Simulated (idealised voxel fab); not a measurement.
Herein follows the process module entitled voxel gate over fins.
Xsec cut, 170 nm wide, square cell size 5 nm.
Cross-section layout: square cells on a grid; listed as bands, top to bottom; a band spans one or more cell rows.
Read a band's entry like this: the first values are the height of its top and the height of its bottom in nm, and what follows is the sequence of materials from left to right, each with its width in nm. Note that "air" is empty space, and that a single material marked "full width" reaches across the band from edge to edge.
A quick word on heights: they are counted from 0, and under that level the wafer as it came to us is one material throughout. The lowest band is different from the rest in having no bottom; it simply continues downward, written as in "0 nm and below".
Note: "30..40" means the width goes from the first number (top row of the band) to the second number (bottom row) in equal steps per row of cells.
Step marked "remained the same"? Then no cell in the cross-section changed in it.
Closed empty spaces (no open way to the top) of 8 cells or more are what "Sealed internal cavities" lists, each as width x height at distance from the left edge, nm for all three.
Heads up: the bit after the settings on a step's line is the simulator's remark on that step.
"overlay nm" on a masked step: distance the mask lay right of its planned place, negative for left.
Process steps (planned)
1. op RECEIVE | material Si
2. op CONFORMAL_DEP | material SiN | thk nm 10
3. op DIRECTIONAL_DEP | material aC | thk nm 10
4. op PATTERN | tone cover | mask id FINS | material resist | width nm 15 | pitch nm 60 | thk nm 30 | overlay nm 0
5. op DIRECTIONAL_ETCH | etch materials aC | depth nm 10
6. op STRIP | etch materials resist
7. op DIRECTIONAL_ETCH | etch materials SiN | depth nm 10
8. op DIRECTIONAL_ETCH | etch materials Si | depth nm 35
9. op STRIP | etch materials aC
10. op OXIDIZE | depth nm 5
11. op FILL_DEP | material SiO2 | thk nm 5
12. op CMP | height nm 10
13. op DIRECTIONAL_DEP | material aC | thk nm 15
14. op PATTERN | tone open | mask id RAIL | material resist | width nm 15 | thk nm 30 | overlay nm 0
15. op DIRECTIONAL_ETCH | etch materials aC | depth nm 15
16. op STRIP | etch materials resist
17. op DIRECTIONAL_ETCH | etch materials SiO2 | depth nm 40
18. op STRIP | etch materials aC
19. op CONFORMAL_DEP | material TiN | thk nm 5
20. op FILL_DEP | material Ru | thk nm 10
21. op CMP | height nm 10
22. op SELECTIVE_ETCH | etch materials W Ru TiN | depth nm 30
23. op FILL_DEP | material SiO2 | thk nm 5
24. op CMP | height nm 10
25. op SELECTIVE_ETCH | etch materials SiO2 | depth nm 25
26. op STRIP | etch materials SiN
27. op CONFORMAL_DEP | material HfO2 | thk nm 5
28. op CONFORMAL_DEP | material TiN | thk nm 5
29. op CONFORMAL_DEP | material TiAl | thk nm 5
30. op CONFORMAL_DEP | material TiN | thk nm 5
31. op FILL_DEP | material W | thk nm 15
32. op CMP | height nm 30
33. op CONFORMAL_DEP | material SiCN | thk nm 5
First wafer, two in total, run as planned
So this is the incoming wafer in cross-section - it's already been through step 1
- 0 nm and below | Si full width
- Sealed internal cavities: none
After step 2, in cross-section
- 10 nm to 0 nm | SiN full width
- Note: structure below 0 unchanged.
After step 3, in cross-section
- 20 nm to 10 nm | aC full width
- Note: structure below 10 unchanged.
After step 4, in cross-section
- 50 nm to 20 nm | 45 air; 15 resist; 45 air; 15 resist; 50 air
- Note: structure below 20 unchanged.
After step 5, in cross-section
- 40 nm to 20 nm | 45 air; 15 resist; 45 air; 15 resist; 50 air
- 20 nm to 10 nm | 45 air; 15 aC; 45 air; 15 aC; 50 air
- Note: structure below 10 unchanged.
After step 6, in cross-section
- 20 nm to 10 nm | 45 air; 15 aC; 45 air; 15 aC; 50 air
- Note: structure below 10 unchanged.
After step 7, in cross-section
- 20 nm to 10 nm | 45 air; 15 aC; 45 air; 15 aC; 50 air
- 10 nm to 0 nm | 45 air; 15 SiN; 45 air; 15 SiN; 50 air
- Note: structure below 0 unchanged.
After step 8, in cross-section
- 20 nm to 10 nm | 45 air; 15 aC; 45 air; 15 aC; 50 air
- 10 nm to 0 nm | 45 air; 15 SiN; 45 air; 15 SiN; 50 air
- 0 nm to -35 nm | 45 air; 15 Si; 45 air; 15 Si; 50 air
- Note: structure below -35 unchanged.
After step 9, in cross-section
- 10 nm to 0 nm | 45 air; 15 SiN; 45 air; 15 SiN; 50 air
- Note: structure below 0 unchanged.
After step 10, in cross-section
- 10 nm to 0 nm | 45 air; 15 SiN; 45 air; 15 SiN; 50 air
- 0 nm to -35 nm | 45 air; 5 SiO2; 5 Si; 5 SiO2; 45 air; 5 SiO2; 5 Si; 5 SiO2; 50 air
- -35 nm to -40 nm | 50 SiO2; 5 Si; 55 SiO2; 5 Si; 55 SiO2
- Note: structure below -40 unchanged.
After step 11, in cross-section
- 15 nm to 10 nm | SiO2 full width
- 10 nm to 0 nm | 45 SiO2; 15 SiN; 45 SiO2; 15 SiN; 50 SiO2
- 0 nm to -40 nm | 50 SiO2; 5 Si; 55 SiO2; 5 Si; 55 SiO2
- Note: structure below -40 unchanged.
After step 12, in cross-section
- 10 nm to 0 nm | 45 SiO2; 15 SiN; 45 SiO2; 15 SiN; 50 SiO2
- Note: structure below 0 unchanged.
After step 13, in cross-section
- 25 nm to 10 nm | aC full width
- Note: structure below 10 unchanged.
After step 14, in cross-section
- 55 nm to 25 nm | 75 resist; 15 air; 80 resist
- Note: structure below 25 unchanged.
After step 15, in cross-section
- 40 nm to 25 nm | 75 resist; 15 air; 80 resist
- 25 nm to 10 nm | 75 aC; 15 air; 80 aC
- Note: structure below 10 unchanged.
After step 16, in cross-section
- 25 nm to 10 nm | 75 aC; 15 air; 80 aC
- Note: structure below 10 unchanged.
After step 17, in cross-section
- 25 nm to 10 nm | 75 aC; 15 air; 80 aC
- 10 nm to 0 nm | 45 SiO2; 15 SiN; 15 SiO2; 15 air; 15 SiO2; 15 SiN; 50 SiO2
- 0 nm to -30 nm | 50 SiO2; 5 Si; 20 SiO2; 15 air; 20 SiO2; 5 Si; 55 SiO2
- Note: structure below -30 unchanged.
After step 18, in cross-section
- 10 nm to 0 nm | 45 SiO2; 15 SiN; 15 SiO2; 15 air; 15 SiO2; 15 SiN; 50 SiO2
- Note: structure below 0 unchanged.
After step 19, in cross-section
- 15 nm to 10 nm | 80 TiN; 5 air; 85 TiN
- 10 nm to 0 nm | 45 SiO2; 15 SiN; 15 SiO2; 5 TiN; 5 air; 5 TiN; 15 SiO2; 15 SiN; 50 SiO2
- 0 nm to -25 nm | 50 SiO2; 5 Si; 20 SiO2; 5 TiN; 5 air; 5 TiN; 20 SiO2; 5 Si; 55 SiO2
- -25 nm to -30 nm | 50 SiO2; 5 Si; 20 SiO2; 15 TiN; 20 SiO2; 5 Si; 55 SiO2
- Note: structure below -30 unchanged.
After step 20, in cross-section
- 25 nm to 15 nm | Ru full width
- 15 nm to 10 nm | 80 TiN; 5 Ru; 85 TiN
- 10 nm to 0 nm | 45 SiO2; 15 SiN; 15 SiO2; 5 TiN; 5 Ru; 5 TiN; 15 SiO2; 15 SiN; 50 SiO2
- 0 nm to -25 nm | 50 SiO2; 5 Si; 20 SiO2; 5 TiN; 5 Ru; 5 TiN; 20 SiO2; 5 Si; 55 SiO2
- Note: structure below -25 unchanged.
After step 21, in cross-section
- 10 nm to 0 nm | 45 SiO2; 15 SiN; 15 SiO2; 5 TiN; 5 Ru; 5 TiN; 15 SiO2; 15 SiN; 50 SiO2
- Note: structure below 0 unchanged.
After step 22, in cross-section
- 10 nm to 0 nm | 45 SiO2; 15 SiN; 15 SiO2; 15 air; 15 SiO2; 15 SiN; 50 SiO2
- 0 nm to -20 nm | 50 SiO2; 5 Si; 20 SiO2; 15 air; 20 SiO2; 5 Si; 55 SiO2
- Note: structure below -20 unchanged.
After step 23, in cross-section
- 15 nm to 10 nm | SiO2 full width
- 10 nm to 0 nm | 45 SiO2; 15 SiN; 45 SiO2; 15 SiN; 50 SiO2
- 0 nm to -20 nm | 50 SiO2; 5 Si; 55 SiO2; 5 Si; 55 SiO2
- Note: structure below -20 unchanged.
After step 24, in cross-section
- 10 nm to 0 nm | 45 SiO2; 15 SiN; 45 SiO2; 15 SiN; 50 SiO2
- Note: structure below 0 unchanged.
After step 25, in cross-section
- 10 nm to 0 nm | 45 air; 15 SiN; 45 air; 15 SiN; 50 air
- 0 nm to -15 nm | 50 air; 5 Si; 55 air; 5 Si; 55 air
- Note: structure below -15 unchanged.
After step 26, in cross-section
- 0 nm to -15 nm | 50 air; 5 Si; 55 air; 5 Si; 55 air
- Note: structure below -15 unchanged.
After step 27, in cross-section
- 5 nm to 0 nm | 45 air; 15 HfO2; 45 air; 15 HfO2; 50 air
- 0 nm to -10 nm | 45 air; 5 HfO2; 5 Si; 5 HfO2; 45 air; 5 HfO2; 5 Si; 5 HfO2; 50 air
- -10 nm to -15 nm | 50 HfO2; 5 Si; 55 HfO2; 5 Si; 55 HfO2
- Note: structure below -15 unchanged.
After step 28, in cross-section
- 10 nm to 5 nm | 40 air; 25 TiN; 35 air; 25 TiN; 45 air
- 5 nm to 0 nm | 40 air; 5 TiN; 15 HfO2; 5 TiN; 35 air; 5 TiN; 15 HfO2; 5 TiN; 45 air
- 0 nm to -5 nm | 40 air; 5 TiN; 5 HfO2; 5 Si; 5 HfO2; 5 TiN; 35 air; 5 TiN; 5 HfO2; 5 Si; 5 HfO2; 5 TiN; 45 air
- -5 nm to -10 nm | 45 TiN; 5 HfO2; 5 Si; 5 HfO2; 45 TiN; 5 HfO2; 5 Si; 5 HfO2; 50 TiN
- Note: structure below -10 unchanged.
After step 29, in cross-section
- 15 nm to 10 nm | 35 air; 35 TiAl; 25 air; 35 TiAl; 40 air
- 10 nm to 5 nm | 35 air; 5 TiAl; 25 TiN; 5 TiAl; 25 air; 5 TiAl; 25 TiN; 5 TiAl; 40 air
- 5 nm to 0 nm | 35 air; 5 TiAl; 5 TiN; 15 HfO2; 5 TiN; 5 TiAl; 25 air; 5 TiAl; 5 TiN; 15 HfO2; 5 TiN; 5 TiAl; 40 air
- 0 nm to -5 nm | 40 TiAl; 5 TiN; 5 HfO2; 5 Si; 5 HfO2; 5 TiN; 35 TiAl; 5 TiN; 5 HfO2; 5 Si; 5 HfO2; 5 TiN; 45 TiAl
- Note: structure below -5 unchanged.
After step 30, in cross-section
- 20 nm to 15 nm | 30 air; 45 TiN; 15 air; 45 TiN; 35 air
- 15 nm to 10 nm | 30 air; 5 TiN; 35 TiAl; 5 TiN; 15 air; 5 TiN; 35 TiAl; 5 TiN; 35 air
- 10 nm to 5 nm | 30 air; 5 TiN; 5 TiAl; 25 TiN; 5 TiAl; 5 TiN; 15 air; 5 TiN; 5 TiAl; 25 TiN; 5 TiAl; 5 TiN; 35 air
- 5 nm to 0 nm | 35 TiN; 5 TiAl; 5 TiN; 15 HfO2; 5 TiN; 5 TiAl; 25 TiN; 5 TiAl; 5 TiN; 15 HfO2; 5 TiN; 5 TiAl; 40 TiN
- Note: structure below 0 unchanged.
After step 31, in cross-section
- 35 nm to 20 nm | W full width
- 20 nm to 15 nm | 30 W; 45 TiN; 15 W; 45 TiN; 35 W
- 15 nm to 10 nm | 30 W; 5 TiN; 35 TiAl; 5 TiN; 15 W; 5 TiN; 35 TiAl; 5 TiN; 35 W
- 10 nm to 5 nm | 30 W; 5 TiN; 5 TiAl; 25 TiN; 5 TiAl; 5 TiN; 15 W; 5 TiN; 5 TiAl; 25 TiN; 5 TiAl; 5 TiN; 35 W
- Note: structure below 5 unchanged.
After step 32, in cross-section
- 30 nm to 20 nm | W full width
- Note: structure below 20 unchanged.
After step 33, in cross-section
- 35 nm to 30 nm | SiCN full width
- Note: structure below 30 unchanged.
Okay, second wafer. Nothing different at the start, nothing different in the plan, just one mistake somewhere in the running. As far as step 13, counting that step, it's the first wafer all over again
Look at the second wafer in cross-section at the time step 14 ought to have finished
- 55 nm to 25 nm | 70 resist; 25 air; 75 resist
- Note: structure below 25 unchanged.
Look at the second wafer in cross-section at the time step 15 ought to have finished
- 40 nm to 25 nm | 70 resist; 25 air; 75 resist
- 25 nm to 10 nm | 70 aC; 25 air; 75 aC
- Note: structure below 10 unchanged.
Look at the second wafer in cross-section at the time step 16 ought to have finished
- 25 nm to 10 nm | 70 aC; 25 air; 75 aC
- Note: structure below 10 unchanged.
Look at the second wafer in cross-section at the time step 17 ought to have finished
- 25 nm to 10 nm | 70 aC; 25 air; 75 aC
- 10 nm to 0 nm | 45 SiO2; 15 SiN; 10 SiO2; 25 air; 10 SiO2; 15 SiN; 50 SiO2
- 0 nm to -30 nm | 50 SiO2; 5 Si; 15 SiO2; 25 air; 15 SiO2; 5 Si; 55 SiO2
- Note: structure below -30 unchanged.
Look at the second wafer in cross-section at the time step 18 ought to have finished
- 10 nm to 0 nm | 45 SiO2; 15 SiN; 10 SiO2; 25 air; 10 SiO2; 15 SiN; 50 SiO2
- Note: structure below 0 unchanged.
Look at the second wafer in cross-section at the time step 19 ought to have finished
- 15 nm to 10 nm | 75 TiN; 15 air; 80 TiN
- 10 nm to 0 nm | 45 SiO2; 15 SiN; 10 SiO2; 5 TiN; 15 air; 5 TiN; 10 SiO2; 15 SiN; 50 SiO2
- 0 nm to -25 nm | 50 SiO2; 5 Si; 15 SiO2; 5 TiN; 15 air; 5 TiN; 15 SiO2; 5 Si; 55 SiO2
- -25 nm to -30 nm | 50 SiO2; 5 Si; 15 SiO2; 25 TiN; 15 SiO2; 5 Si; 55 SiO2
- Note: structure below -30 unchanged.
Look at the second wafer in cross-section at the time step 20 ought to have finished
- 25 nm to 15 nm | Ru full width
- 15 nm to 10 nm | 75 TiN; 15 Ru; 80 TiN
- 10 nm to 0 nm | 45 SiO2; 15 SiN; 10 SiO2; 5 TiN; 15 Ru; 5 TiN; 10 SiO2; 15 SiN; 50 SiO2
- 0 nm to -25 nm | 50 SiO2; 5 Si; 15 SiO2; 5 TiN; 15 Ru; 5 TiN; 15 SiO2; 5 Si; 55 SiO2
- Note: structure below -25 unchanged.
Look at the second wafer in cross-section at the time step 21 ought to have finished
- 10 nm to 0 nm | 45 SiO2; 15 SiN; 10 SiO2; 5 TiN; 15 Ru; 5 TiN; 10 SiO2; 15 SiN; 50 SiO2
- Note: structure below 0 unchanged.
Look at the second wafer in cross-section at the time step 22 ought to have finished
- 10 nm to 0 nm | 45 SiO2; 15 SiN; 10 SiO2; 25 air; 10 SiO2; 15 SiN; 50 SiO2
- 0 nm to -20 nm | 50 SiO2; 5 Si; 15 SiO2; 25 air; 15 SiO2; 5 Si; 55 SiO2
- Note: structure below -20 unchanged.
Look at the second wafer in cross-section at the time step 23 ought to have finished
- 15 nm to 10 nm | SiO2 full width
- 10 nm to 0 nm | 45 SiO2; 15 SiN; 45 SiO2; 15 SiN; 50 SiO2
- 0 nm to -20 nm | 50 SiO2; 5 Si; 55 SiO2; 5 Si; 55 SiO2
- Note: structure below -20 unchanged.
Look at the second wafer in cross-section at the time step 24 ought to have finished
- 10 nm to 0 nm | 45 SiO2; 15 SiN; 45 SiO2; 15 SiN; 50 SiO2
- Note: structure below 0 unchanged.
Look at the second wafer in cross-section at the time step 25 ought to have finished
- 10 nm to 0 nm | 45 air; 15 SiN; 45 air; 15 SiN; 50 air
- 0 nm to -15 nm | 50 air; 5 Si; 55 air; 5 Si; 55 air
- Note: structure below -15 unchanged.
Look at the second wafer in cross-section at the time step 26 ought to have finished
- 0 nm to -15 nm | 50 air; 5 Si; 55 air; 5 Si; 55 air
- Note: structure below -15 unchanged.
Look at the second wafer in cross-section at the time step 27 ought to have finished
- 5 nm to 0 nm | 45 air; 15 HfO2; 45 air; 15 HfO2; 50 air
- 0 nm to -10 nm | 45 air; 5 HfO2; 5 Si; 5 HfO2; 45 air; 5 HfO2; 5 Si; 5 HfO2; 50 air
- -10 nm to -15 nm | 50 HfO2; 5 Si; 55 HfO2; 5 Si; 55 HfO2
- Note: structure below -15 unchanged.
Look at the second wafer in cross-section at the time step 28 ought to have finished
- 10 nm to 5 nm | 40 air; 25 TiN; 35 air; 25 TiN; 45 air
- 5 nm to 0 nm | 40 air; 5 TiN; 15 HfO2; 5 TiN; 35 air; 5 TiN; 15 HfO2; 5 TiN; 45 air
- 0 nm to -5 nm | 40 air; 5 TiN; 5 HfO2; 5 Si; 5 HfO2; 5 TiN; 35 air; 5 TiN; 5 HfO2; 5 Si; 5 HfO2; 5 TiN; 45 air
- -5 nm to -10 nm | 45 TiN; 5 HfO2; 5 Si; 5 HfO2; 45 TiN; 5 HfO2; 5 Si; 5 HfO2; 50 TiN
- Note: structure below -10 unchanged.
Look at the second wafer in cross-section at the time step 29 ought to have finished
- 15 nm to 10 nm | 35 air; 35 TiAl; 25 air; 35 TiAl; 40 air
- 10 nm to 5 nm | 35 air; 5 TiAl; 25 TiN; 5 TiAl; 25 air; 5 TiAl; 25 TiN; 5 TiAl; 40 air
- 5 nm to 0 nm | 35 air; 5 TiAl; 5 TiN; 15 HfO2; 5 TiN; 5 TiAl; 25 air; 5 TiAl; 5 TiN; 15 HfO2; 5 TiN; 5 TiAl; 40 air
- 0 nm to -5 nm | 40 TiAl; 5 TiN; 5 HfO2; 5 Si; 5 HfO2; 5 TiN; 35 TiAl; 5 TiN; 5 HfO2; 5 Si; 5 HfO2; 5 TiN; 45 TiAl
- Note: structure below -5 unchanged.
Look at the second wafer in cross-section at the time step 30 ought to have finished
- 20 nm to 15 nm | 30 air; 45 TiN; 15 air; 45 TiN; 35 air
- 15 nm to 10 nm | 30 air; 5 TiN; 35 TiAl; 5 TiN; 15 air; 5 TiN; 35 TiAl; 5 TiN; 35 air
- 10 nm to 5 nm | 30 air; 5 TiN; 5 TiAl; 25 TiN; 5 TiAl; 5 TiN; 15 air; 5 TiN; 5 TiAl; 25 TiN; 5 TiAl; 5 TiN; 35 air
- 5 nm to 0 nm | 35 TiN; 5 TiAl; 5 TiN; 15 HfO2; 5 TiN; 5 TiAl; 25 TiN; 5 TiAl; 5 TiN; 15 HfO2; 5 TiN; 5 TiAl; 40 TiN
- Note: structure below 0 unchanged.
Look at the second wafer in cross-section at the time step 31 ought to have finished
- 35 nm to 20 nm | W full width
- 20 nm to 15 nm | 30 W; 45 TiN; 15 W; 45 TiN; 35 W
- 15 nm to 10 nm | 30 W; 5 TiN; 35 TiAl; 5 TiN; 15 W; 5 TiN; 35 TiAl; 5 TiN; 35 W
- 10 nm to 5 nm | 30 W; 5 TiN; 5 TiAl; 25 TiN; 5 TiAl; 5 TiN; 15 W; 5 TiN; 5 TiAl; 25 TiN; 5 TiAl; 5 TiN; 35 W
- Note: structure below 5 unchanged.
Look at the second wafer in cross-section at the time step 32 ought to have finished
- 30 nm to 20 nm | W full width
- Note: structure below 20 unchanged.
Look at the second wafer in cross-section at the time step 33 ought to have finished
- 35 nm to 30 nm | SiCN full width
- Note: structure below 30 unchanged.
The plan and the run diverged here: step 14 was not run as planned; what actually ran was op PATTERN | tone open | mask id RAIL | material resist | width nm 25 | thk nm 30 | overlay nm 0
In the final state, the cell counts of the second wafer exceed or fall short of those of the first for the following materials: Ru +2, SiO2 -4, TiN +2
